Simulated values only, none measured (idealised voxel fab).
The following is a process module called voxel air gaps.
The cross-section on display is named cut; it measures 290 nm wide, and its cells are 5 nm squares.
Cross-section spec: square-cell grid; bands listed top down; each band is one or more rows.
Within each band entry, the heights of the top and of the bottom of the band appear first, in that order and in nm; the materials of the band then follow from left to right, each with its corresponding width in nm. The designation "edge to edge" on a single material indicates that it fills the band from edge to edge; the designation "blank" indicates empty space.
Beneath 0, the wafer as received is one material, and that level is where height counting begins. The lowest band goes on downward without a bottom; it is written like "from 0 down".
Graded width ("30..40"): value in top row of band = first number; value in bottom row = second number; row-to-row change constant.
The cross-section has no changed cell in any step marked "nothing got changed".
Listed in "Closed void inventory": every empty space of 8 or more cells without an open way to the top. Form: width x height at distance, the distance being from the left edge, all in nm.
On a step's line, text after the settings is the simulator commenting on that step.
The line of a step may include "overlay nm". On a step with a mask, this value is how far to the right of its planned place the mask lay. A negative value means the mask lay to the left.
STEPS PLANNED FOR THE PROCESS
1. RECEIVE | material Si
2. CONFORMAL_DEP | material SiO2 | thk nm 15
3. CONFORMAL_DEP | material SiN | thk nm 5
4. DIRECTIONAL_DEP | material lowk | thk nm 35
5. MASKED_ETCH | tone open | mask id LINES | width nm 20 | pitch nm 50 | etch materials lowk | depth nm 35 | overlay nm 0
6. CONFORMAL_DEP | material TiN | thk nm 5
7. FILL_DEP | material Cu | thk nm 10
8. CMP | height nm 55
9. EPI | material Ru | thk nm 10
10. SELECTIVE_ETCH | etch materials lowk | depth nm 45
11. CONFORMAL_DEP | material SiCN | thk nm 5
AS RECEIVED, AFTER STEP 1
    from 0 down = Si edge to edge
    Closed void inventory: none
BELOW IS THE WAFER IN CROSS-SECTION AFTER THE MODULE WAS COMPLETED. IT BEGAN FROM THE STARTING POINT SHOWN ABOVE AND FOLLOWED THE PLAN SHOWN ABOVE, EXCEPT THAT ONE MISTAKE WAS MADE WHILE RUNNING IT
    from 80 to 75 = 35 nm blank | 220 nm SiCN | 35 nm blank
    from 75 to 55 = 35 nm blank | 5 nm SiCN | 210 nm Ru | 5 nm SiCN | 35 nm blank
    from 55 to 50 = 35 nm blank | 25 nm SiCN | 5 nm TiN | 10 nm Cu | 5 nm TiN | 30 nm lowk | 5 nm TiN | 10 nm Cu | 5 nm TiN | 30 nm lowk | 5 nm TiN | 10 nm Cu | 5 nm TiN | 30 nm lowk | 5 nm TiN | 10 nm Cu | 5 nm TiN | 25 nm SiCN | 35 nm blank
    from 50 to 25 = 55 nm blank | 5 nm SiCN | 5 nm TiN | 10 nm Cu | 5 nm TiN | 30 nm lowk | 5 nm TiN | 10 nm Cu | 5 nm TiN | 30 nm lowk | 5 nm TiN | 10 nm Cu | 5 nm TiN | 30 nm lowk | 5 nm TiN | 10 nm Cu | 5 nm TiN | 5 nm SiCN | 55 nm blank
    from 25 to 20 = 60 nm SiCN | 20 nm TiN | 30 nm lowk | 20 nm TiN | 30 nm lowk | 20 nm TiN | 30 nm lowk | 20 nm TiN | 60 nm SiCN
    from 20 to 15 = SiN edge to edge
    from 15 to 0 = SiO2 edge to edge
    from 0 down = Si edge to edge
    Closed void inventory: none
Plan not followed: step 9 of the plan was executed twice over
